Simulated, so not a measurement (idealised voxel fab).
A process module follows: voxel capacitor over wiring.
Displayed cross-section: cut, width of 200 nm, square cells sized 5 nm.
Throughout this document, each cross-section is represented as a grid of square cells and is presented as a sequence of bands enumerated from the top downward, where a band comprises one or more rows of cells. The entry gives the band's vertical extent as a top height and a bottom height in nm, then its horizontal make-up as materials from left to right, each with a width in nm. "blank" stands for empty space; a single material marked "edge to edge" fills the band edge to edge. Zero point of the height axis is 0; under it, received wafer = one material. Lowest band: continues down indefinitely, "0 nm and below". You'd read "30 to 40" like this: the band's top row of cells is as wide as the first number, its bottom row is as wide as the second, and going down, every row changes width by the same amount as the row before did. No cell of the cross-section changed in a step that is given as "nothing different". In the "Closed internal cavities" entry, you get each enclosed empty space of 8 cells or more, one with no open way to the top, written width x height at distance, distance from the left edge, in nm. Note: text after step settings on the step line = simulator remark on that step. A step's line can hold "overlay nm"; with a mask on that step, the setting says how far right of the planned place the mask lay, while a negative setting says it lay to the left.
[These are the steps we planned for the process]
1) RECEIVE,material Si
2) CONFORMAL_DEP,material SiO2,thk nm 15
3) CONFORMAL_DEP,material SiCN,thk nm 5
4) DIRECTIONAL_DEP,material SiO2,thk nm 20
5) DIRECTIONAL_DEP,material aC,thk nm 15
6) PATTERN,tone open,mask id METAL_1,material resist,width nm 25,pitch nm 90,thk nm 35,overlay nm 0
7) DIRECTIONAL_ETCH,etch materials aC,depth nm 15
8) STRIP,etch materials resist
9) DIRECTIONAL_ETCH,etch materials SiO2,depth nm 20
10) DIRECTIONAL_ETCH,etch materials SiCN,depth nm 5
11) STRIP,etch materials aC
12) CONFORMAL_DEP,material TiN,thk nm 5
13) FILL_DEP,material Cu,thk nm 10
14) CMP,height nm 40
15) EPI,material Ru,thk nm 5
16) FILL_DEP,material SiCN,thk nm 5
17) DIRECTIONAL_DEP,material lowk,thk nm 10
18) PATTERN,tone open,mask id PLUG_1,material resist,width nm 15,thk nm 20,overlay nm 0
19) DIRECTIONAL_ETCH,etch materials lowk,depth nm 10
20) DIRECTIONAL_ETCH,etch materials SiCN,depth nm 5
21) STRIP,etch materials resist
22) EPI,material Ru,thk nm 10
23) EPI,material Ru,thk nm 5
24) DIRECTIONAL_DEP,material TiN,thk nm 10
25) DIRECTIONAL_DEP,material HfO2,thk nm 5
26) DIRECTIONAL_DEP,material TiN,thk nm 5
27) DIRECTIONAL_DEP,material aC,thk nm 10
28) PATTERN,tone cover,mask id UPPER_PLATE,material resist,width nm 70,thk nm 25,overlay nm -15
29) DIRECTIONAL_ETCH,etch materials aC,depth nm 10
30) STRIP,etch materials resist
31) DIRECTIONAL_ETCH,etch materials TiN,depth nm 5
32) DIRECTIONAL_ETCH,etch materials HfO2,depth nm 5
33) STRIP,etch materials aC
34) PATTERN,tone cover,mask id LOWER_PLATE,material resist,width nm 80,thk nm 15,overlay nm 0
35) DIRECTIONAL_ETCH,etch materials TiN,depth nm 10
36) STRIP,etch materials resist
37) FILL_DEP,material SiO2,thk nm 20
38) CMP,height nm 95
39) DIRECTIONAL_DEP,material aC,thk nm 15
40) PATTERN,tone open,mask id PLUG_2,material resist,width nm 15,thk nm 30,overlay nm 0
41) DIRECTIONAL_ETCH,etch materials aC,depth nm 15
42) STRIP,etch materials resist
43) DIRECTIONAL_ETCH,etch materials SiO2,depth nm 15
44) STRIP,etch materials aC
45) CONFORMAL_DEP,material TiN,thk nm 5
46) FILL_DEP,material Ru,thk nm 5
47) CMP,height nm 95
48) CONFORMAL_DEP,material SiCN,thk nm 5
Where the wafers of this document differ is in the overlay nm of step 28; they start out the same, and the plan states the value that applied to the first wafer.
[first wafer as received, after step 1]
* 0 nm and below = Si edge to edge
* Closed internal cavities: none
[Cross-section of the first of several wafers, taken after step 48, where the module ends]
* 100 nm to 95 nm = SiCN edge to edge
* 95 nm to 85 nm = 60 of SiO2; 5 of TiN; 5 of Ru; 5 of TiN; 125 of SiO2
* 85 nm to 75 nm = 60 to 45 of SiO2; 15 to 60 of TiN; 125 to 95 of SiO2
* 75 nm to 70 nm = 35 of SiO2; 70 of HfO2; 95 of SiO2
* 70 nm to 60 nm = 35 of SiO2; 90 of TiN; 75 of SiO2
* 60 nm to 50 nm = 50 of lowk; 15 of Ru; 135 of lowk
* 50 nm to 45 nm = 50 of SiCN; 15 of Ru; 135 of SiCN
* 45 nm to 40 nm = 35 of SiCN; 35 of Ru; 55 of SiCN; 35 of Ru; 40 of SiCN
* 40 nm to 20 nm = 40 of SiO2; 5 of TiN; 15 of Cu; 5 of TiN; 65 of SiO2; 5 of TiN; 15 of Cu; 5 of TiN; 45 of SiO2
* 20 nm to 15 nm = 40 of SiCN; 25 of TiN; 65 of SiCN; 25 of TiN; 45 of SiCN
* 15 nm to 0 nm = SiO2 edge to edge
* 0 nm and below = Si edge to edge
* Closed internal cavities: none
[Last wafer x-sec, end of module]
* 100 nm to 95 nm = SiCN edge to edge
* 95 nm to 85 nm = 60 of SiO2; 5 of TiN; 5 of Ru; 5 of TiN; 125 of SiO2
* 85 nm to 75 nm = 60 to 65 of SiO2; 15 to 60 of TiN; 125 to 75 of SiO2
* 75 nm to 70 nm = 65 of SiO2; 70 of HfO2; 65 of SiO2
* 70 nm to 60 nm = 45 of SiO2; 90 of TiN; 65 of SiO2
* 60 nm to 50 nm = 50 of lowk; 15 of Ru; 135 of lowk
* 50 nm to 45 nm = 50 of SiCN; 15 of Ru; 135 of SiCN
* 45 nm to 40 nm = 35 of SiCN; 35 of Ru; 55 of SiCN; 35 of Ru; 40 of SiCN
* 40 nm to 20 nm = 40 of SiO2; 5 of TiN; 15 of Cu; 5 of TiN; 65 of SiO2; 5 of TiN; 15 of Cu; 5 of TiN; 45 of SiO2
* 20 nm to 15 nm = 40 of SiCN; 25 of TiN; 65 of SiCN; 25 of TiN; 45 of SiCN
* 15 nm to 0 nm = SiO2 edge to edge
* 0 nm and below = Si edge to edge
* Closed internal cavities: none
[End of module, by wafer: material-by-material cell gain (+) or loss (-) since receipt, then closed voids]
overlay nm -15 | +24 Cu | +14 HfO2 | +25 Ru | +133 SiCN | +449 SiO2 | +81 TiN | +74 lowk | Closed internal cavities: none
overlay nm -10 | +24 Cu | +14 HfO2 | +25 Ru | +133 SiCN | +450 SiO2 | +80 TiN | +74 lowk | Closed internal cavities: none
overlay nm -5 | +24 Cu | +14 HfO2 | +25 Ru | +133 SiCN | +451 SiO2 | +79 TiN | +74 lowk | Closed internal cavities: none
overlay nm 0 | +24 Cu | +14 HfO2 | +25 Ru | +133 SiCN | +451 SiO2 | +79 TiN | +74 lowk | Closed internal cavities: none
overlay nm 5 | +24 Cu | +14 HfO2 | +25 Ru | +133 SiCN | +451 SiO2 | +79 TiN | +74 lowk | Closed internal cavities: none
overlay nm 10 | +24 Cu | +14 HfO2 | +25 Ru | +133 SiCN | +450 SiO2 | +80 TiN | +74 lowk | Closed internal cavities: none
overlay nm 15 | +24 Cu | +14 HfO2 | +25 Ru | +133 SiCN | +449 SiO2 | +81 TiN | +74 lowk | Closed internal cavities: none
